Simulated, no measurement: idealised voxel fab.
Documented hereafter: the process module known as voxel transistor to metal.
The cross-section shown here is cut; it is 295 nm wide and divided into square cells measuring 5 nm on a side.
If you're reading a cross-section in this doc, picture square cells in a grid; it comes to you as bands, top ones listed first down to the bottom, and a band can be one or more rows of cells.
Each band's line starts with the height of the band's top and of its bottom, in nm. Then come its materials from left to right, each with its width in nm. One material with "edge to edge" fills the band from edge to edge. "empty" is empty space.
A quick word on heights: they are counted from 0, and under that level the wafer as it came to us is one material throughout. The lowest band is different from the rest in having no bottom; it simply continues downward, written as in "0 and below".
Think of "30 to 40" as a width that walks from the first number to the second as you go down the band, top row to bottom row, taking equal-sized steps from row to row.
Any step labelled "identical to before" changed none of the cells in the cross-section.
This entry, "Closed void entries", enumerates those empty regions of no fewer than 8 cells that possess no open connection to the top. Each region is reported in the form width x height at distance, the distance being taken from the left edge, with all three quantities expressed in nm.
Heads up: the bit after the settings on a step's line is the simulator's remark on that step.
overlay nm: for a step with a mask, the amount by which the mask lay right of where it was planned; a negative amount means left of it.
Note: before/after cross-section pairs follow, one process step per pair, after-side truncated at the lowest changed band, step and settings given beneath. Different runs of this module on the same starting wafer may supply the pairs; a pair continues the one above only where the "Cross-section, before" entry says so.

Cross-section, before:
    50 down to 40  SiO2 edge to edge
    40 down to 25  45 SiO2 | 10 SiN | 5 SiO2 | 30 SiCN | 5 SiO2 | 10 SiN | 80 SiO2 | 10 SiN | 5 SiO2 | 30 SiCN | 5 SiO2 | 10 SiN | 50 SiO2
    25 down to 5  45 SiO2 | 10 SiN | 5 SiO2 | 30 polySi | 5 SiO2 | 10 SiN | 80 SiO2 | 10 SiN | 5 SiO2 | 30 polySi | 5 SiO2 | 10 SiN | 50 SiO2
    5 down to 0  15 SiO2 | 10 SiN | 10 SiO2 | 10 nSi | 10 SiN | 5 SiO2 | 30 polySi | 5 SiO2 | 10 SiN | 10 nSi | 10 SiO2 | 10 SiN | 20 SiO2 | 10 SiN | 10 SiO2 | 10 nSi | 10 SiN | 5 SiO2 | 30 polySi | 5 SiO2 | 10 SiN | 10 nSi | 10 SiO2 | 10 SiN | 20 SiO2
    0 down to -5  25 SiO2 | 20 nSi | 60 SiO2 | 20 nSi | 40 SiO2 | 20 nSi | 60 SiO2 | 20 nSi | 30 SiO2
    -5 down to -10  25 SiO2 | 20 nSi | 60 Si | 20 nSi | 40 SiO2 | 20 nSi | 60 Si | 20 nSi | 30 SiO2
    -10 down to -15  20 SiO2 | 5 Si | 20 nSi | 60 Si | 20 nSi | 5 Si | 30 SiO2 | 5 Si | 20 nSi | 60 Si | 20 nSi | 5 Si | 25 SiO2
    -15 down to -35  20 SiO2 | 110 Si | 30 SiO2 | 110 Si | 25 SiO2
    -35 and below  Si edge to edge
    Closed void entries: none

Cross-Section After Step:
    25 down to 5  45 SiO2 | 10 SiN | 5 SiO2 | 30 polySi | 5 SiO2 | 10 SiN | 80 SiO2 | 10 SiN | 5 SiO2 | 30 polySi | 5 SiO2 | 10 SiN | 50 SiO2
    below 5: unchanged
    Closed void entries: none
What step was run between the cross-section before it and the cross-section after it, both above? op CMP | height nm 25

Cross-section, before: Please consult the pair immediately above; the cross-section it shows after its step is the state before this step.

Cross-Section After Step:
    25 down to 5  45 SiO2 | 10 SiN | 5 SiO2 | 30 empty | 5 SiO2 | 10 SiN | 80 SiO2 | 10 SiN | 5 SiO2 | 30 empty | 5 SiO2 | 10 SiN | 50 SiO2
    5 down to 0  15 SiO2 | 10 SiN | 10 SiO2 | 10 nSi | 10 SiN | 5 SiO2 | 30 empty | 5 SiO2 | 10 SiN | 10 nSi | 10 SiO2 | 10 SiN | 20 SiO2 | 10 SiN | 10 SiO2 | 10 nSi | 10 SiN | 5 SiO2 | 30 empty | 5 SiO2 | 10 SiN | 10 nSi | 10 SiO2 | 10 SiN | 20 SiO2
    below 0: unchanged
    Closed void entries: none
What step was run between the cross-section before it and the cross-section after it, both above? op STRIP | etch materials polySi

Cross-section, before: Please consult the pair immediately above; the cross-section it shows after its step is the state before this step.

Cross-Section After Step:
    25 down to 20  45 empty | 10 SiN | 40 empty | 10 SiN | 80 empty | 10 SiN | 40 empty | 10 SiN | 50 empty
    20 down to 5  45 SiO2 | 10 SiN | 40 empty | 10 SiN | 80 SiO2 | 10 SiN | 40 empty | 10 SiN | 50 SiO2
    5 down to 0  15 SiO2 | 10 SiN | 10 SiO2 | 10 nSi | 10 SiN | 40 empty | 10 SiN | 10 nSi | 10 SiO2 | 10 SiN | 20 SiO2 | 10 SiN | 10 SiO2 | 10 nSi | 10 SiN | 40 empty | 10 SiN | 10 nSi | 10 SiO2 | 10 SiN | 20 SiO2
    0 down to -5  25 SiO2 | 20 nSi | 10 SiO2 | 40 empty | 10 SiO2 | 20 nSi | 40 SiO2 | 20 nSi | 10 SiO2 | 40 empty | 10 SiO2 | 20 nSi | 30 SiO2
    below -5: unchanged
    Closed void entries: none
What step was run between the cross-section before it and the cross-section after it, both above? op SELECTIVE_ETCH | etch materials SiO2 | depth nm 5

Cross-section, before: Please consult the pair immediately above; the cross-section it shows after its step is the state before this step.

Cross-Section After Step:
    30 down to 25  40 empty | 20 HfO2 | 30 empty | 20 HfO2 | 70 empty | 20 HfO2 | 30 empty | 20 HfO2 | 45 empty
    25 down to 20  45 HfO2 | 10 SiN | 5 HfO2 | 30 empty | 5 HfO2 | 10 SiN | 80 HfO2 | 10 SiN | 5 HfO2 | 30 empty | 5 HfO2 | 10 SiN | 50 HfO2
    20 down to 5  45 SiO2 | 10 SiN | 5 HfO2 | 30 empty | 5 HfO2 | 10 SiN | 80 SiO2 | 10 SiN | 5 HfO2 | 30 empty | 5 HfO2 | 10 SiN | 50 SiO2
    5 down to 0  15 SiO2 | 10 SiN | 10 SiO2 | 10 nSi | 10 SiN | 5 HfO2 | 30 empty | 5 HfO2 | 10 SiN | 10 nSi | 10 SiO2 | 10 SiN | 20 SiO2 | 10 SiN | 10 SiO2 | 10 nSi | 10 SiN | 5 HfO2 | 30 empty | 5 HfO2 | 10 SiN | 10 nSi | 10 SiO2 | 10 SiN | 20 SiO2
    0 down to -5  25 SiO2 | 20 nSi | 10 SiO2 | 40 HfO2 | 10 SiO2 | 20 nSi | 40 SiO2 | 20 nSi | 10 SiO2 | 40 HfO2 | 10 SiO2 | 20 nSi | 30 SiO2
    below -5: unchanged
    Closed void entries: none
What step was run between the cross-section before it and the cross-section after it, both above? op CONFORMAL_DEP | material HfO2 | thk nm 5

Cross-section, before: Please consult the pair immediately above; the cross-section it shows after its step is the state before this step.

Cross-Section After Step:
    35 down to 30  35 empty | 30 TiN | 20 empty | 30 TiN | 60 empty | 30 TiN | 20 empty | 30 TiN | 40 empty
    30 down to 25  40 TiN | 20 HfO2 | 5 TiN | 20 empty | 5 TiN | 20 HfO2 | 70 TiN | 20 HfO2 | 5 TiN | 20 empty | 5 TiN | 20 HfO2 | 45 TiN
    25 down to 20  45 HfO2 | 10 SiN | 5 HfO2 | 5 TiN | 20 empty | 5 TiN | 5 HfO2 | 10 SiN | 80 HfO2 | 10 SiN | 5 HfO2 | 5 TiN | 20 empty | 5 TiN | 5 HfO2 | 10 SiN | 50 HfO2
    20 down to 5  45 SiO2 | 10 SiN | 5 HfO2 | 5 TiN | 20 empty | 5 TiN | 5 HfO2 | 10 SiN | 80 SiO2 | 10 SiN | 5 HfO2 | 5 TiN | 20 empty | 5 TiN | 5 HfO2 | 10 SiN | 50 SiO2
    5 down to 0  15 SiO2 | 10 SiN | 10 SiO2 | 10 nSi | 10 SiN | 5 HfO2 | 30 TiN | 5 HfO2 | 10 SiN | 10 nSi | 10 SiO2 | 10 SiN | 20 SiO2 | 10 SiN | 10 SiO2 | 10 nSi | 10 SiN | 5 HfO2 | 30 TiN | 5 HfO2 | 10 SiN | 10 nSi | 10 SiO2 | 10 SiN | 20 SiO2
    below 0: unchanged
    Closed void entries: none
What step was run between the cross-section before it and the cross-section after it, both above? op CONFORMAL_DEP | material TiN | thk nm 5

Cross-section, before: Please consult the pair immediately above; the cross-section it shows after its step is the state before this step.

Cross-Section After Step:
    45 down to 35  W edge to edge
    35 down to 30  35 W | 30 TiN | 20 W | 30 TiN | 60 W | 30 TiN | 20 W | 30 TiN | 40 W
    30 down to 25  40 TiN | 20 HfO2 | 5 TiN | 20 W | 5 TiN | 20 HfO2 | 70 TiN | 20 HfO2 | 5 TiN | 20 W | 5 TiN | 20 HfO2 | 45 TiN
    25 down to 20  45 HfO2 | 10 SiN | 5 HfO2 | 5 TiN | 20 W | 5 TiN | 5 HfO2 | 10 SiN | 80 HfO2 | 10 SiN | 5 HfO2 | 5 TiN | 20 W | 5 TiN | 5 HfO2 | 10 SiN | 50 HfO2
    20 down to 5  45 SiO2 | 10 SiN | 5 HfO2 | 5 TiN | 20 W | 5 TiN | 5 HfO2 | 10 SiN | 80 SiO2 | 10 SiN | 5 HfO2 | 5 TiN | 20 W | 5 TiN | 5 HfO2 | 10 SiN | 50 SiO2
    below 5: unchanged
    Closed void entries: none
What step was run between the cross-section before it and the cross-section after it, both above? op FILL_DEP | material W | thk nm 10

Cross-section, before: Please consult the pair immediately above; the cross-section it shows after its step is the state before this step.

Cross-Section After Step:
    20 down to 5  45 SiO2 | 10 SiN | 5 HfO2 | 5 TiN | 20 W | 5 TiN | 5 HfO2 | 10 SiN | 80 SiO2 | 10 SiN | 5 HfO2 | 5 TiN | 20 W | 5 TiN | 5 HfO2 | 10 SiN | 50 SiO2
    below 5: unchanged
    Closed void entries: none
What step was run between the cross-section before it and the cross-section after it, both above? op CMP | height nm 20

Cross-section, before: Please consult the pair immediately above; the cross-section it shows after its step is the state before this step.

Cross-Section After Step:
    35 down to 20  SiO2 edge to edge
    below 20: unchanged
    Closed void entries: none
What step was run between the cross-section before it and the cross-section after it, both above? op DIRECTIONAL_DEP | material SiO2 | thk nm 15

Cross-section, before: Please consult the pair immediately above; the cross-section it shows after its step is the state before this step.

Cross-Section After Step:
    50 down to 35  25 resist | 15 empty | 70 resist | 15 empty | 40 resist | 15 empty | 70 resist | 15 empty | 30 resist
    below 35: unchanged
    Closed void entries: none
What step was run between the cross-section before it and the cross-section after it, both above? op PATTERN | tone open | mask id CONTACT | material resist | width nm 15 | thk nm 15 | overlay nm 0

Cross-section, before: Please consult the pair immediately above; the cross-section it shows after its step is the state before this step.

Cross-Section After Step:
    50 down to 35  25 resist | 15 empty | 70 resist | 15 empty | 40 resist | 15 empty | 70 resist | 15 empty | 30 resist
    35 down to 20  25 SiO2 | 15 empty | 70 SiO2 | 15 empty | 40 SiO2 | 15 empty | 70 SiO2 | 15 empty | 30 SiO2
    20 down to 5  25 SiO2 | 15 empty | 5 SiO2 | 10 SiN | 5 HfO2 | 5 TiN | 20 W | 5 TiN | 5 HfO2 | 10 SiN | 5 SiO2 | 15 empty | 40 SiO2 | 15 empty | 5 SiO2 | 10 SiN | 5 HfO2 | 5 TiN | 20 W | 5 TiN | 5 HfO2 | 10 SiN | 5 SiO2 | 15 empty | 30 SiO2
    below 5: unchanged
    Closed void entries: none
What step was run between the cross-section before it and the cross-section after it, both above? op DIRECTIONAL_ETCH | etch materials SiO2 | depth nm 30

Cross-section, before: Please consult the pair immediately above; the cross-section it shows after its step is the state before this step.

Cross-Section After Step:
    35 down to 20  25 SiO2 | 15 empty | 70 SiO2 | 15 empty | 40 SiO2 | 15 empty | 70 SiO2 | 15 empty | 30 SiO2
    below 20: unchanged
    Closed void entries: none
What step was run between the cross-section before it and the cross-section after it, both above? op STRIP | etch materials resist

Cross-section, before: Please consult the pair immediately above; the cross-section it shows after its step is the state before this step.

Cross-Section After Step:
    40 down to 35  30 TiN | 5 empty | 80 TiN | 5 empty | 50 TiN | 5 empty | 80 TiN | 5 empty | 35 TiN
    35 down to 20  25 SiO2 | 5 TiN | 5 empty | 5 TiN | 70 SiO2 | 5 TiN | 5 empty | 5 TiN | 40 SiO2 | 5 TiN | 5 empty | 5 TiN | 70 SiO2 | 5 TiN | 5 empty | 5 TiN | 30 SiO2
    20 down to 10  25 SiO2 | 5 TiN | 5 empty | 5 TiN | 5 SiO2 | 10 SiN | 5 HfO2 | 5 TiN | 20 W | 5 TiN | 5 HfO2 | 10 SiN | 5 SiO2 | 5 TiN | 5 empty | 5 TiN | 40 SiO2 | 5 TiN | 5 empty | 5 TiN | 5 SiO2 | 10 SiN | 5 HfO2 | 5 TiN | 20 W | 5 TiN | 5 HfO2 | 10 SiN | 5 SiO2 | 5 TiN | 5 empty | 5 TiN | 30 SiO2
    10 down to 5  25 SiO2 | 15 TiN | 5 SiO2 | 10 SiN | 5 HfO2 | 5 TiN | 20 W | 5 TiN | 5 HfO2 | 10 SiN | 5 SiO2 | 15 TiN | 40 SiO2 | 15 TiN | 5 SiO2 | 10 SiN | 5 HfO2 | 5 TiN | 20 W | 5 TiN | 5 HfO2 | 10 SiN | 5 SiO2 | 15 TiN | 30 SiO2
    below 5: unchanged
    Closed void entries: none
What step was run between the cross-section before it and the cross-section after it, both above? op CONFORMAL_DEP | material TiN | thk nm 5

Cross-section, before: Please consult the pair immediately above; the cross-section it shows after its step is the state before this step.

Cross-Section After Step:
    45 down to 40  W edge to edge
    40 down to 35  30 TiN | 5 W | 80 TiN | 5 W | 50 TiN | 5 W | 80 TiN | 5 W | 35 TiN
    35 down to 20  25 SiO2 | 5 TiN | 5 W | 5 TiN | 70 SiO2 | 5 TiN | 5 W | 5 TiN | 40 SiO2 | 5 TiN | 5 W | 5 TiN | 70 SiO2 | 5 TiN | 5 W | 5 TiN | 30 SiO2
    20 down to 10  25 SiO2 | 5 TiN | 5 W | 5 TiN | 5 SiO2 | 10 SiN | 5 HfO2 | 5 TiN | 20 W | 5 TiN | 5 HfO2 | 10 SiN | 5 SiO2 | 5 TiN | 5 W | 5 TiN | 40 SiO2 | 5 TiN | 5 W | 5 TiN | 5 SiO2 | 10 SiN | 5 HfO2 | 5 TiN | 20 W | 5 TiN | 5 HfO2 | 10 SiN | 5 SiO2 | 5 TiN | 5 W | 5 TiN | 30 SiO2
    below 10: unchanged
    Closed void entries: none
What step was run between the cross-section before it and the cross-section after it, both above? op FILL_DEP | material W | thk nm 5

Cross-section, before: Please consult the pair immediately above; the cross-section it shows after its step is the state before this step.

Cross-Section After Step:
    35 down to 20  25 SiO2 | 5 TiN | 5 W | 5 TiN | 70 SiO2 | 5 TiN | 5 W | 5 TiN | 40 SiO2 | 5 TiN | 5 W | 5 TiN | 70 SiO2 | 5 TiN | 5 W | 5 TiN | 30 SiO2
    below 20: unchanged
    Closed void entries: none
What step was run between the cross-section before it and the cross-section after it, both above? op CMP | height nm 35

Cross-section, before: Please consult the pair immediately above; the cross-section it shows after its step is the state before this step.

Cross-Section After Step:
    40 down to 35  TiN edge to edge
    below 35: unchanged
    Closed void entries: none
What step was run between the cross-section before it and the cross-section after it, both above? op DIRECTIONAL_DEP | material TiN | thk nm 5

Cross-section, before: Please consult the pair immediately above; the cross-section it shows after its step is the state before this step.

Cross-Section After Step:
    60 down to 40  W edge to edge
    below 40: unchanged
    Closed void entries: none
What step was run between the cross-section before it and the cross-section after it, both above? op DIRECTIONAL_DEP | material W | thk nm 20

Cross-section, before: Please consult the pair immediately above; the cross-section it shows after its step is the state before this step.

Cross-Section After Step:
    70 down to 60  aC edge to edge
    below 60: unchanged
    Closed void entries: none
What step was run between the cross-section before it and the cross-section after it, both above? op DIRECTIONAL_DEP | material aC | thk nm 10

Cross-section, before: Please consult the pair immediately above; the cross-section it shows after its step is the state before this step.

Cross-Section After Step:
    95 down to 70  25 empty | 15 resist | 70 empty | 15 resist | 40 empty | 15 resist | 70 empty | 15 resist | 30 empty
    below 70: unchanged
    Closed void entries: none
What step was run between the cross-section before it and the cross-section after it, both above? op PATTERN | tone cover | mask id METAL_1 | material resist | width nm 15 | thk nm 25 | overlay nm 0

Cross-section, before: Please consult the pair immediately above; the cross-section it shows after its step is the state before this step.

Cross-Section After Step:
    85 down to 70  25 empty | 15 resist | 70 empty | 15 resist | 40 empty | 15 resist | 70 empty | 15 resist | 30 empty
    70 down to 60  25 empty | 15 aC | 70 empty | 15 aC | 40 empty | 15 aC | 70 empty | 15 aC | 30 empty
    below 60: unchanged
    Closed void entries: none
What step was run between the cross-section before it and the cross-section after it, both above? op DIRECTIONAL_ETCH | etch materials aC | depth nm 10

Cross-section, before: Please consult the pair immediately above; the cross-section it shows after its step is the state before this step.

Cross-Section After Step:
    70 down to 60  25 empty | 15 aC | 70 empty | 15 aC | 40 empty | 15 aC | 70 empty | 15 aC | 30 empty
    below 60: unchanged
    Closed void entries: none
What step was run between the cross-section before it and the cross-section after it, both above? op STRIP | etch materials resist

Cross-section, before: Please consult the pair immediately above; the cross-section it shows after its step is the state before this step.

Cross-Section After Step:
    70 down to 60  25 empty | 15 aC | 70 empty | 15 aC | 40 empty | 15 aC | 70 empty | 15 aC | 30 empty
    60 down to 40  25 empty | 15 W | 70 empty | 15 W | 40 empty | 15 W | 70 empty | 15 W | 30 empty
    below 40: unchanged
    Closed void entries: none
What step was run between the cross-section before it and the cross-section after it, both above? op DIRECTIONAL_ETCH | etch materials W | depth nm 20

Cross-section, before: Please consult the pair immediately above; the cross-section it shows after its step is the state before this step.

Cross-Section After Step:
    70 down to 60  25 empty | 15 aC | 70 empty | 15 aC | 40 empty | 15 aC | 70 empty | 15 aC | 30 empty
    60 down to 40  25 empty | 15 W | 70 empty | 15 W | 40 empty | 15 W | 70 empty | 15 W | 30 empty
    40 down to 35  25 empty | 15 TiN | 70 empty | 15 TiN | 40 empty | 15 TiN | 70 empty | 15 TiN | 30 empty
    below 35: unchanged
    Closed void entries: none
What step was run between the cross-section before it and the cross-section after it, both above? op DIRECTIONAL_ETCH | etch materials TiN | depth nm 5

Cross-section, before: Please consult the pair immediately above; the cross-section it shows after its step is the state before this step.

Cross-Section After Step:
    60 down to 40  25 empty | 15 W | 70 empty | 15 W | 40 empty | 15 W | 70 empty | 15 W | 30 empty
    below 40: unchanged
    Closed void entries: none
What step was run between the cross-section before it and the cross-section after it, both above? op STRIP | etch materials aC

Cross-section, before: Please consult the pair immediately above; the cross-section it shows after its step is the state before this step.

Cross-Section After Step:
    70 down to 60  lowk edge to edge
    60 down to 40  25 lowk | 15 W | 70 lowk | 15 W | 40 lowk | 15 W | 70 lowk | 15 W | 30 lowk
    40 down to 35  25 lowk | 15 TiN | 70 lowk | 15 TiN | 40 lowk | 15 TiN | 70 lowk | 15 TiN | 30 lowk
    below 35: unchanged
    Closed void entries: none
What step was run between the cross-section before it and the cross-section after it, both above? op FILL_DEP | material lowk | thk nm 10

Cross-section, before: Please consult the pair immediately above; the cross-section it shows after its step is the state before this step.

Cross-Section After Step:
    60 down to 40  25 lowk | 15 W | 70 lowk | 15 W | 40 lowk | 15 W | 70 lowk | 15 W | 30 lowk
    below 40: unchanged
    Closed void entries: none
What step was run between the cross-section before it and the cross-section after it, both above? op CMP | height nm 60

Cross-section, before: Please consult the pair immediately above; the cross-section it shows after its step is the state before this step.

Cross-Section After Step:
    65 down to 60  SiCN edge to edge
    below 60: unchanged
    Closed void entries: none
What step was run between the cross-section before it and the cross-section after it, both above? op CONFORMAL_DEP | material SiCN | thk nm 5

Cross-section, before: Please consult the pair immediately above; the cross-section it shows after its step is the state before this step.

Cross-Section After Step:
    100 down to 65  lowk edge to edge
    below 65: unchanged
    Closed void entries: none
What step was run between the cross-section before it and the cross-section after it, both above? op DIRECTIONAL_DEP | material lowk | thk nm 35

Cross-section, before: Please consult the pair immediately above; the cross-section it shows after its step is the state before this step.

Cross-Section After Step:
    100 down to 80  25 lowk | 15 empty | 125 lowk | 15 empty | 115 lowk
    below 80: unchanged
    Closed void entries: none
What step was run between the cross-section before it and the cross-section after it, both above? op MASKED_ETCH | tone open | mask id METAL_2 | width nm 15 | pitch nm 140 | etch materials lowk | depth nm 20 | overlay nm 0

Cross-section, before: Please consult the pair immediately above; the cross-section it shows after its step is the state before this step.

Cross-Section After Step:
    120 down to 100  25 resist | 15 empty | 125 resist | 15 empty | 115 resist
    below 100: unchanged
    Closed void entries: none
What step was run between the cross-section before it and the cross-section after it, both above? op PATTERN | tone open | mask id METAL_2_HOLES | material resist | width nm 15 | pitch nm 140 | thk nm 20 | overlay nm 0

Cross-section, before: Please consult the pair immediately above; the cross-section it shows after its step is the state before this step.

Cross-Section After Step:
    120 down to 100  25 resist | 15 empty | 125 resist | 15 empty | 115 resist
    100 down to 65  25 lowk | 15 empty | 125 lowk | 15 empty | 115 lowk
    below 65: unchanged
    Closed void entries: none
What step was run between the cross-section before it and the cross-section after it, both above? op DIRECTIONAL_ETCH | etch materials lowk | depth nm 15

Cross-section, before: Please consult the pair immediately above; the cross-section it shows after its step is the state before this step.

Cross-Section After Step:
    120 down to 100  25 resist | 15 empty | 125 resist | 15 empty | 115 resist
    100 down to 65  25 lowk | 15 empty | 125 lowk | 15 empty | 115 lowk
    65 down to 60  25 SiCN | 15 empty | 125 SiCN | 15 empty | 115 SiCN
    below 60: unchanged
    Closed void entries: none
What step was run between the cross-section before it and the cross-section after it, both above? op DIRECTIONAL_ETCH | etch materials SiCN | depth nm 5

Cross-section, before: Please consult the pair immediately above; the cross-section it shows after its step is the state before this step.

Cross-Section After Step:
    100 down to 65  25 lowk | 15 empty | 125 lowk | 15 empty | 115 lowk
    below 65: unchanged
    Closed void entries: none
What step was run between the cross-section before it and the cross-section after it, both above? op STRIP | etch materials resist

Cross-section, before: Please consult the pair immediately above; the cross-section it shows after its step is the state before this step.

Cross-Section After Step:
    105 down to 100  30 TiN | 5 empty | 135 TiN | 5 empty | 120 TiN
    100 down to 65  25 lowk | 5 TiN | 5 empty | 5 TiN | 125 lowk | 5 TiN | 5 empty | 5 TiN | 115 lowk
    65 down to 60  25 SiCN | 15 TiN | 125 SiCN | 15 TiN | 115 SiCN
    below 60: unchanged
    Closed void entries: none
What step was run between the cross-section before it and the cross-section after it, both above? op CONFORMAL_DEP | material TiN | thk nm 5

Cross-section, before: Please consult the pair immediately above; the cross-section it shows after its step is the state before this step.

Cross-Section After Step:
    110 down to 105  Ru edge to edge
    105 down to 100  30 TiN | 5 Ru | 135 TiN | 5 Ru | 120 TiN
    100 down to 65  25 lowk | 5 TiN | 5 Ru | 5 TiN | 125 lowk | 5 TiN | 5 Ru | 5 TiN | 115 lowk
    below 65: unchanged
    Closed void entries: none
What step was run between the cross-section before it and the cross-section after it, both above? op FILL_DEP | material Ru | thk nm 5

Cross-section, before: Please consult the pair immediately above; the cross-section it shows after its step is the state before this step.

Cross-Section After Step:
    100 down to 65  25 lowk | 5 TiN | 5 Ru | 5 TiN | 125 lowk | 5 TiN | 5 Ru | 5 TiN | 115 lowk
    below 65: unchanged
    Closed void entries: none
What step was run between the cross-section before it and the cross-section after it, both above? op CMP | height nm 100

Cross-section, before: Please consult the pair immediately above; the cross-section it shows after its step is the state before this step.

Cross-Section After Step:
    105 down to 100  SiCN edge to edge
    below 100: unchanged
    Closed void entries: none
What step was run between the cross-section before it and the cross-section after it, both above? op CONFORMAL_DEP | material SiCN | thk nm 5

Cross-section, before:
    45 down to 35  W edge to edge
    35 down to 30  35 W | 30 TiN | 20 W | 30 TiN | 60 W | 30 TiN | 20 W | 30 TiN | 40 W
    30 down to 25  40 TiN | 20 HfO2 | 5 TiN | 20 W | 5 TiN | 20 HfO2 | 70 TiN | 20 HfO2 | 5 TiN | 20 W | 5 TiN | 20 HfO2 | 45 TiN
    25 down to 20  45 HfO2 | 10 SiN | 5 HfO2 | 5 TiN | 20 W | 5 TiN | 5 HfO2 | 10 SiN | 80 HfO2 | 10 SiN | 5 HfO2 | 5 TiN | 20 W | 5 TiN | 5 HfO2 | 10 SiN | 50 HfO2
    20 down to 5  45 SiO2 | 10 SiN | 5 HfO2 | 5 TiN | 20 W | 5 TiN | 5 HfO2 | 10 SiN | 80 SiO2 | 10 SiN | 5 HfO2 | 5 TiN | 20 W | 5 TiN | 5 HfO2 | 10 SiN | 50 SiO2
    5 down to 0  20 SiO2 | 10 SiN | 15 nSi | 10 SiN | 5 HfO2 | 30 TiN | 5 HfO2 | 10 SiN | 15 nSi | 10 SiN | 30 SiO2 | 10 SiN | 15 nSi | 10 SiN | 5 HfO2 | 30 TiN | 5 HfO2 | 10 SiN | 15 nSi | 10 SiN | 25 SiO2
    0 down to -5  30 SiO2 | 15 nSi | 10 SiO2 | 40 HfO2 | 10 SiO2 | 15 nSi | 50 SiO2 | 15 nSi | 10 SiO2 | 40 HfO2 | 10 SiO2 | 15 nSi | 35 SiO2
    -5 down to -15  20 SiO2 | 10 Si | 15 nSi | 60 Si | 15 nSi | 10 Si | 30 SiO2 | 10 Si | 15 nSi | 60 Si | 15 nSi | 10 Si | 25 SiO2
    -15 down to -35  20 SiO2 | 110 Si | 30 SiO2 | 110 Si | 25 SiO2
    -35 and below  Si edge to edge
    Closed void entries: none

Cross-Section After Step:
    15 down to 5  45 SiO2 | 10 SiN | 5 HfO2 | 5 TiN | 20 W | 5 TiN | 5 HfO2 | 10 SiN | 80 SiO2 | 10 SiN | 5 HfO2 | 5 TiN | 20 W | 5 TiN | 5 HfO2 | 10 SiN | 50 SiO2
    below 5: unchanged
    Closed void entries: none
What step was run between the cross-section before it and the cross-section after it, both above? op CMP | height nm 15

Cross-section, before: Please consult the pair immediately above; the cross-section it shows after its step is the state before this step.

Cross-Section After Step:
    30 down to 15  SiO2 edge to edge
    below 15: unchanged
    Closed void entries: none
What step was run between the cross-section before it and the cross-section after it, both above? op DIRECTIONAL_DEP | material SiO2 | thk nm 15

Cross-section, before: Please consult the pair immediately above; the cross-section it shows after its step is the state before this step.

Cross-Section After Step:
    45 down to 30  25 resist | 15 empty | 70 resist | 15 empty | 40 resist | 15 empty | 70 resist | 15 empty | 30 resist
    below 30: unchanged
    Closed void entries: none
What step was run between the cross-section before it and the cross-section after it, both above? op PATTERN | tone open | mask id CONTACT | material resist | width nm 15 | thk nm 15 | overlay nm 0

Cross-section, before: Please consult the pair immediately above; the cross-section it shows after its step is the state before this step.

Cross-Section After Step:
    45 down to 30  25 resist | 15 empty | 70 resist | 15 empty | 40 resist | 15 empty | 70 resist | 15 empty | 30 resist
    30 down to 15  25 SiO2 | 15 empty | 70 SiO2 | 15 empty | 40 SiO2 | 15 empty | 70 SiO2 | 15 empty | 30 SiO2
    15 down to 5  25 SiO2 | 15 empty | 5 SiO2 | 10 SiN | 5 HfO2 | 5 TiN | 20 W | 5 TiN | 5 HfO2 | 10 SiN | 5 SiO2 | 15 empty | 40 SiO2 | 15 empty | 5 SiO2 | 10 SiN | 5 HfO2 | 5 TiN | 20 W | 5 TiN | 5 HfO2 | 10 SiN | 5 SiO2 | 15 empty | 30 SiO2
    below 5: unchanged
    Closed void entries: none
What step was run between the cross-section before it and the cross-section after it, both above? op DIRECTIONAL_ETCH | etch materials SiO2 | depth nm 30

Cross-section, before: Please consult the pair immediately above; the cross-section it shows after its step is the state before this step.

Cross-Section After Step:
    30 down to 15  25 SiO2 | 15 empty | 70 SiO2 | 15 empty | 40 SiO2 | 15 empty | 70 SiO2 | 15 empty | 30 SiO2
    below 15: unchanged
    Closed void entries: none
What step was run between the cross-section before it and the cross-section after it, both above? op STRIP | etch materials resist

Cross-section, before: Please consult the pair immediately above; the cross-section it shows after its step is the state before this step.

Cross-Section After Step:
    35 down to 30  30 TiN | 5 empty | 80 TiN | 5 empty | 50 TiN | 5 empty | 80 TiN | 5 empty | 35 TiN
    30 down to 15  25 SiO2 | 5 TiN | 5 empty | 5 TiN | 70 SiO2 | 5 TiN | 5 empty | 5 TiN | 40 SiO2 | 5 TiN | 5 empty | 5 TiN | 70 SiO2 | 5 TiN | 5 empty | 5 TiN | 30 SiO2
    15 down to 10  25 SiO2 | 5 TiN | 5 empty | 5 TiN | 5 SiO2 | 10 SiN | 5 HfO2 | 5 TiN | 20 W | 5 TiN | 5 HfO2 | 10 SiN | 5 SiO2 | 5 TiN | 5 empty | 5 TiN | 40 SiO2 | 5 TiN | 5 empty | 5 TiN | 5 SiO2 | 10 SiN | 5 HfO2 | 5 TiN | 20 W | 5 TiN | 5 HfO2 | 10 SiN | 5 SiO2 | 5 TiN | 5 empty | 5 TiN | 30 SiO2
    10 down to 5  25 SiO2 | 15 TiN | 5 SiO2 | 10 SiN | 5 HfO2 | 5 TiN | 20 W | 5 TiN | 5 HfO2 | 10 SiN | 5 SiO2 | 15 TiN | 40 SiO2 | 15 TiN | 5 SiO2 | 10 SiN | 5 HfO2 | 5 TiN | 20 W | 5 TiN | 5 HfO2 | 10 SiN | 5 SiO2 | 15 TiN | 30 SiO2
    below 5: unchanged
    Closed void entries: none
What step was run between the cross-section before it and the cross-section after it, both above? op CONFORMAL_DEP | material TiN | thk nm 5

Cross-section, before: Please consult the pair immediately above; the cross-section it shows after its step is the state before this step.

Cross-Section After Step:
    40 down to 35  W edge to edge
    35 down to 30  30 TiN | 5 W | 80 TiN | 5 W | 50 TiN | 5 W | 80 TiN | 5 W | 35 TiN
    30 down to 15  25 SiO2 | 5 TiN | 5 W | 5 TiN | 70 SiO2 | 5 TiN | 5 W | 5 TiN | 40 SiO2 | 5 TiN | 5 W | 5 TiN | 70 SiO2 | 5 TiN | 5 W | 5 TiN | 30 SiO2
    15 down to 10  25 SiO2 | 5 TiN | 5 W | 5 TiN | 5 SiO2 | 10 SiN | 5 HfO2 | 5 TiN | 20 W | 5 TiN | 5 HfO2 | 10 SiN | 5 SiO2 | 5 TiN | 5 W | 5 TiN | 40 SiO2 | 5 TiN | 5 W | 5 TiN | 5 SiO2 | 10 SiN | 5 HfO2 | 5 TiN | 20 W | 5 TiN | 5 HfO2 | 10 SiN | 5 SiO2 | 5 TiN | 5 W | 5 TiN | 30 SiO2
    below 10: unchanged
    Closed void entries: none
What step was run between the cross-section before it and the cross-section after it, both above? op FILL_DEP | material W | thk nm 5

Cross-section, before: Please consult the pair immediately above; the cross-section it shows after its step is the state before this step.

Cross-Section After Step:
    35 down to 30  30 TiN | 5 W | 80 TiN | 5 W | 50 TiN | 5 W | 80 TiN | 5 W | 35 TiN
    below 30: unchanged
    Closed void entries: none
What step was run between the cross-section before it and the cross-section after it, both above? op CMP | height nm 35
